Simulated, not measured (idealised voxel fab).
The document below concerns the process module designated voxel tone inversion.
Section cut is 230 nm wide and gridded with 5 nm square cells.
Each cross-section below is a grid of square cells, stated as bands in top-down order, with one or more rows of cells making up each band. Top, bottom (nm), then materials left to right with widths (nm); lone material tagged "edge to edge" fills the whole band edge to edge; "empty" = empty space. Height datum 0, below which the as-received substrate wafer is one material. Lowest band open at the bottom, running downward: "from 0 down". The two numbers in a width such as "30 to 40" mark its ends across the band: the first belongs to the top row of cells, the second to the bottom row, and from each row to the next the width moves by the same amount. Step marked "left unchanged"? Then no cell in the cross-section changed in it. "Closed internal cavities" means: voids of 8 cells or more that are shut off from the top with no open way through. Written width x height at distance, distance from the left edge, in nm. Heads up: the bit after the settings on a step's line is the simulator's remark on that step. overlay nm: on a step with a mask, how far right of its planned place the mask lay; negative means left.
## Process steps foreseen in the plan
1: RECEIVE [material Si]
2: CONFORMAL_DEP [material SiN] [thk nm 5]
3: DIRECTIONAL_DEP [material aC] [thk nm 15]
4: PATTERN [tone cover] [mask id POSTS] [material resist] [width nm 25] [pitch nm 40] [thk nm 20] [overlay nm 0]
5: DIRECTIONAL_ETCH [etch materials aC] [depth nm 15]
6: STRIP [etch materials resist]
7: FILL_DEP [material lowk] [thk nm 10]
8: CMP [height nm 20]
9: STRIP [etch materials aC]
10: CONFORMAL_DEP [material TiN] [thk nm 5]
11: FILL_DEP [material Ru] [thk nm 5]
12: CMP [height nm 20]
13: CONFORMAL_DEP [material SiN] [thk nm 5]
## Cross-section of the incoming wafer, state after step 1
> from 0 down = Si edge to edge
> Closed internal cavities: none
## Cross-sectional view of the first of the two wafers upon completion of the module, processed in accordance with the plan
> from 25 to 20 = SiN edge to edge
> from 20 to 10 = lowk 80 nm, then TiN 5 nm, then Ru 15 nm, then TiN 5 nm, then lowk 15 nm, then TiN 5 nm, then Ru 15 nm, then TiN 5 nm, then lowk 85 nm
> from 10 to 5 = lowk 80 nm, then TiN 25 nm, then lowk 15 nm, then TiN 25 nm, then lowk 85 nm
> from 5 to 0 = SiN edge to edge
> from 0 down = Si edge to edge
> Closed internal cavities: none
## Cross-sectional view: second of two wafers, end of module; start and plan identical to the first, one mistake in running
> from 25 to 15 = SiN edge to edge
> from 15 to 0 = aC edge to edge
> from 0 down = Si edge to edge
> Closed internal cavities: none
What broke from the plan during processing? contrary to the plan, steps 2 and 3 were processed in exchanged order
At the finish, the second wafer shows more or fewer cells for some materials than the first does: -12 Ru | -18 TiN | +138 aC | -108 lowk
